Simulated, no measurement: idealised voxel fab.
Presented below is a process module, voxel fin reveal.
This is section cut - it's 250 nm across, gridded in 5 nm square cells.
Each cross-section below is a grid of square cells, stated as bands in top-down order, with one or more rows of cells making up each band. Band: top height; bottom height; in nm. Then, left to right: material with width in nm, for each material. "edge to edge": a single material spanning edge to edge. "air": empty space. Heights are measured from 0, the level below which the as-received wafer is all one material; the lowest band has no bottom and continues downward, written as in "0 and below". You'd read "30->40" like this: the band's top row of cells is as wide as the first number, its bottom row is as wide as the second, and going down, every row changes width by the same amount as the row before did. "no change" (step): cross-section cells unchanged, all of them. What "Sealed internal voids" gives you is every empty space of 8 cells or more that is cut off from the top. Each appears as width x height at distance, with the distance taken from the left edge and width, height and distance all in nm. Where a step's line continues beyond its settings, the continuation is a remark by the simulator itself on that step. "overlay nm" denotes, for a step that has a mask, the displacement of the mask to the right of its planned place, with negative values corresponding to the left.

### Steps planned for the process
1 RECEIVE,material Si
2 CONFORMAL_DEP,material SiN,thk nm 10
3 DIRECTIONAL_DEP,material aC,thk nm 10
4 PATTERN,tone cover,mask id FINS,material resist,width nm 15,pitch nm 40,thk nm 30,overlay nm 0
5 DIRECTIONAL_ETCH,etch materials aC,depth nm 10
6 STRIP,etch materials resist
7 DIRECTIONAL_ETCH,etch materials SiN,depth nm 10
8 DIRECTIONAL_ETCH,etch materials Si,depth nm 40
9 STRIP,etch materials aC
10 FILL_DEP,material SiO2,thk nm 10
11 CMP,height nm 10
12 SELECTIVE_ETCH,etch materials SiO2,depth nm 30
13 STRIP,etch materials SiN

### On the first of the two wafers: run conducted according to plan

### as received, after step 1
  0 and below = Si edge to edge
  Sealed internal voids: none

### Presented here is a cross-section of the wafer after step 2 has been performed
  10 down to 0 = SiN edge to edge
  Rest of section, below 0: as before.

### Presented here is a cross-section of the wafer after step 3 has been performed
  20 down to 10 = aC edge to edge
  Rest of section, below 10: as before.

### Presented here is a cross-section of the wafer after step 4 has been performed
  50 down to 20 = air 75 nm, resist 15 nm, air 25 nm, resist 15 nm, air 25 nm, resist 15 nm, air 80 nm
  Rest of section, below 20: as before.

### Presented here is a cross-section of the wafer after step 5 has been performed
  40 down to 20 = air 75 nm, resist 15 nm, air 25 nm, resist 15 nm, air 25 nm, resist 15 nm, air 80 nm
  20 down to 10 = air 75 nm, aC 15 nm, air 25 nm, aC 15 nm, air 25 nm, aC 15 nm, air 80 nm
  Rest of section, below 10: as before.

### Presented here is a cross-section of the wafer after step 6 has been performed
  20 down to 10 = air 75 nm, aC 15 nm, air 25 nm, aC 15 nm, air 25 nm, aC 15 nm, air 80 nm
  Rest of section, below 10: as before.

### Presented here is a cross-section of the wafer after step 7 has been performed
  20 down to 10 = air 75 nm, aC 15 nm, air 25 nm, aC 15 nm, air 25 nm, aC 15 nm, air 80 nm
  10 down to 0 = air 75 nm, SiN 15 nm, air 25 nm, SiN 15 nm, air 25 nm, SiN 15 nm, air 80 nm
  Rest of section, below 0: as before.

### Presented here is a cross-section of the wafer after step 8 has been performed
  20 down to 10 = air 75 nm, aC 15 nm, air 25 nm, aC 15 nm, air 25 nm, aC 15 nm, air 80 nm
  10 down to 0 = air 75 nm, SiN 15 nm, air 25 nm, SiN 15 nm, air 25 nm, SiN 15 nm, air 80 nm
  0 down to -40 = air 75 nm, Si 15 nm, air 25 nm, Si 15 nm, air 25 nm, Si 15 nm, air 80 nm
  Rest of section, below -40: as before.

### Presented here is a cross-section of the wafer after step 9 has been performed
  10 down to 0 = air 75 nm, SiN 15 nm, air 25 nm, SiN 15 nm, air 25 nm, SiN 15 nm, air 80 nm
  Rest of section, below 0: as before.

### Presented here is a cross-section of the wafer after step 10 has been performed
  20 down to 10 = SiO2 edge to edge
  10 down to 0 = SiO2 75 nm, SiN 15 nm, SiO2 25 nm, SiN 15 nm, SiO2 25 nm, SiN 15 nm, SiO2 80 nm
  0 down to -40 = SiO2 75 nm, Si 15 nm, SiO2 25 nm, Si 15 nm, SiO2 25 nm, Si 15 nm, SiO2 80 nm
  Rest of section, below -40: as before.

### Presented here is a cross-section of the wafer after step 11 has been performed
  10 down to 0 = SiO2 75 nm, SiN 15 nm, SiO2 25 nm, SiN 15 nm, SiO2 25 nm, SiN 15 nm, SiO2 80 nm
  Rest of section, below 0: as before.

### Presented here is a cross-section of the wafer after step 12 has been performed
  10 down to 0 = air 75 nm, SiN 15 nm, air 25 nm, SiN 15 nm, air 25 nm, SiN 15 nm, air 80 nm
  0 down to -20 = air 75 nm, Si 15 nm, air 25 nm, Si 15 nm, air 25 nm, Si 15 nm, air 80 nm
  Rest of section, below -20: as before.

### Presented here is a cross-section of the wafer after step 13 has been performed
  0 down to -20 = air 75 nm, Si 15 nm, air 25 nm, Si 15 nm, air 25 nm, Si 15 nm, air 80 nm
  Rest of section, below -20: as before.

### Second wafer. Start and plan as for the first. One mistake made in running. Agrees with the first up to and including step 7

### Second wafer, cross-section, planned end of step 8
  20 down to 10 = air 75 nm, aC 15 nm, air 25 nm, aC 15 nm, air 25 nm, aC 15 nm, air 80 nm
  10 down to 0 = air 75 nm, SiN 15 nm, air 25 nm, SiN 15 nm, air 25 nm, SiN 15 nm, air 80 nm
  0 down to -30 = air 75 nm, Si 15 nm, air 25 nm, Si 15 nm, air 25 nm, Si 15 nm, air 80 nm
  Rest of section, below -30: as before.

### Second wafer, cross-section, planned end of step 9
  10 down to 0 = air 75 nm, SiN 15 nm, air 25 nm, SiN 15 nm, air 25 nm, SiN 15 nm, air 80 nm
  Rest of section, below 0: as before.

### Second wafer, cross-section, planned end of step 10
  20 down to 10 = SiO2 edge to edge
  10 down to 0 = SiO2 75 nm, SiN 15 nm, SiO2 25 nm, SiN 15 nm, SiO2 25 nm, SiN 15 nm, SiO2 80 nm
  0 down to -30 = SiO2 75 nm, Si 15 nm, SiO2 25 nm, Si 15 nm, SiO2 25 nm, Si 15 nm, SiO2 80 nm
  Rest of section, below -30: as before.

### Second wafer, cross-section, planned end of step 11
  10 down to 0 = SiO2 75 nm, SiN 15 nm, SiO2 25 nm, SiN 15 nm, SiO2 25 nm, SiN 15 nm, SiO2 80 nm
  Rest of section, below 0: as before.

### Second wafer, cross-section, planned end of step 12
  10 down to 0 = air 75 nm, SiN 15 nm, air 25 nm, SiN 15 nm, air 25 nm, SiN 15 nm, air 80 nm
  0 down to -20 = air 75 nm, Si 15 nm, air 25 nm, Si 15 nm, air 25 nm, Si 15 nm, air 80 nm
  Rest of section, below -20: as before.

### Second wafer, cross-section, planned end of step 13
  0 down to -20 = air 75 nm, Si 15 nm, air 25 nm, Si 15 nm, air 25 nm, Si 15 nm, air 80 nm
  Rest of section, below -20: as before.
Want to know what went wrong? step 8 was not run as planned; what actually ran was DIRECTIONAL_ETCH,etch materials Si,depth nm 30
FYI, end of process, the second wafer has more or fewer cells of some materials than the first: +82 Si; -82 SiO2
